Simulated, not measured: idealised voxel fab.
process module | voxel wiring stack
cross-section cut | 155 nm wide | cells 5 nm
A cross-section is a grid of square cells, given in bands from the top down. A band is one or more rows of cells.
Each band's line starts with the height of the band's top and of its bottom, in nm. Then come its materials from left to right, each with its width in nm. One material with "throughout" fills the band from edge to edge. "air" is empty space.
Height 0 is the level under which the wafer as received is all one material. The lowest band goes on downwards, as in "0 down".
A width such as "30 to 40" changes by the same amount from each row of cells to the next, from the band's top row to its bottom row.
"no change" after a step means that no cell of the cross-section changed.
closed voids: empty space of 8 cells or more with no open way to the top, each as width x height at its distance from the left edge, in nm
after a step's settings: what the simulator itself notes on the step
overlay nm, on a step with a mask: how far to the right of its planned place the mask lay; to the left if negative
plan
1 op RECEIVE | material Si
2 op CONFORMAL_DEP | material SiO2 | thk nm 10
3 op DIRECTIONAL_DEP | material TiN | thk nm 5
4 op DIRECTIONAL_DEP | material Ru | thk nm 25
5 op DIRECTIONAL_DEP | material aC | thk nm 15
6 op PATTERN | tone cover | mask id METAL_1 | material resist | width nm 20 | pitch nm 50 | thk nm 35 | overlay nm 0
7 op DIRECTIONAL_ETCH | etch materials aC | depth nm 15
8 op STRIP | etch materials resist
9 op DIRECTIONAL_ETCH | etch materials Ru | depth nm 25
10 op DIRECTIONAL_ETCH | etch materials TiN | depth nm 5
11 op STRIP | etch materials aC
12 op CONFORMAL_DEP | material SiCN | thk nm 5
13 op FILL_DEP | material SiO2 | thk nm 10
14 op CMP | height nm 40
15 op CONFORMAL_DEP | material SiCN | thk nm 5
16 op DIRECTIONAL_DEP | material SiO2 | thk nm 30
17 op MASKED_ETCH | tone open | mask id METAL_2 | width nm 20 | pitch nm 50 | etch materials SiO2 | depth nm 20 | overlay nm 0
18 op PATTERN | tone open | mask id METAL_2_HOLES | material resist | width nm 15 | pitch nm 100 | thk nm 20 | overlay nm 0
19 op DIRECTIONAL_ETCH | etch materials SiO2 | depth nm 10
20 op DIRECTIONAL_ETCH | etch materials SiCN | depth nm 5
21 op STRIP | etch materials resist
22 op CONFORMAL_DEP | material TiN | thk nm 5
23 op FILL_DEP | material Cu | thk nm 10
24 op CMP | height nm 75
25 op CONFORMAL_DEP | material SiCN | thk nm 5
as received, after step 1
  0 down: Si throughout
  closed voids: none
first wafer at the end, as planned
  80 to 75: SiCN throughout
  75 to 60: SiO2 15 | TiN 5 | Cu 10 | TiN 5 | SiO2 30 | TiN 5 | Cu 10 | TiN 5 | SiO2 30 | TiN 5 | Cu 10 | TiN 5 | SiO2 20
  60 to 55: SiO2 15 | TiN 5 | Cu 5 | TiN 10 | SiO2 30 | TiN 20 | SiO2 30 | TiN 5 | Cu 5 | TiN 10 | SiO2 20
  55 to 45: SiO2 15 | TiN 5 | Cu 5 | TiN 5 | SiO2 85 | TiN 5 | Cu 5 | TiN 5 | SiO2 25
  45 to 40: SiCN 15 | TiN 15 | SiCN 85 | TiN 15 | SiCN 25
  40 to 15: SiO2 10 | SiCN 5 | Ru 20 | SiCN 5 | SiO2 20 | SiCN 5 | Ru 20 | SiCN 5 | SiO2 20 | SiCN 5 | Ru 20 | SiCN 5 | SiO2 15
  15 to 10: SiCN 15 | TiN 20 | SiCN 30 | TiN 20 | SiCN 30 | TiN 20 | SiCN 20
  10 to 0: SiO2 throughout
  0 down: Si throughout
  closed voids: none
second wafer at the end: like start, like plan, one mistake
  80 to 75: SiCN throughout
  75 to 65: SiO2 15 | TiN 5 | Cu 15 to 10 | TiN 5 to 10 | SiO2 25 | TiN 5 | Cu 10 | TiN 5 | SiO2 30 | TiN 5 | Cu 15 to 10 | TiN 5 to 10 | SiO2 15
  65 to 60: SiO2 15 | TiN 5 | Cu 10 | TiN 5 | SiO2 30 | TiN 5 | Cu 10 | TiN 5 | SiO2 30 | TiN 5 | Cu 10 | TiN 5 | SiO2 20
  60 to 55: SiO2 15 | TiN 20 | SiO2 30 | TiN 20 | SiO2 30 | TiN 20 | SiO2 20
  55 to 45: SiO2 25 | TiN 10 | SiO2 90 | TiN 10 | SiO2 20
  45 to 40: SiCN 25 | TiN 10 | SiCN 90 | TiN 10 | SiCN 20
  40 to 15: SiO2 10 | SiCN 5 | Ru 20 | SiCN 5 | SiO2 20 | SiCN 5 | Ru 20 | SiCN 5 | SiO2 20 | SiCN 5 | Ru 20 | SiCN 5 | SiO2 15
  15 to 10: SiCN 15 | TiN 20 | SiCN 30 | TiN 20 | SiCN 30 | TiN 20 | SiCN 20
  10 to 0: SiO2 throughout
  0 down: Si throughout
  closed voids: none
what went wrong: step 18 ran as: op PATTERN | tone open | mask id METAL_2_HOLES | material resist | width nm 15 | pitch nm 100 | thk nm 20 | overlay nm 10
at the end the second wafer has, in cells: 4 fewer of Cu | 2 more of SiCN | 2 more of TiN
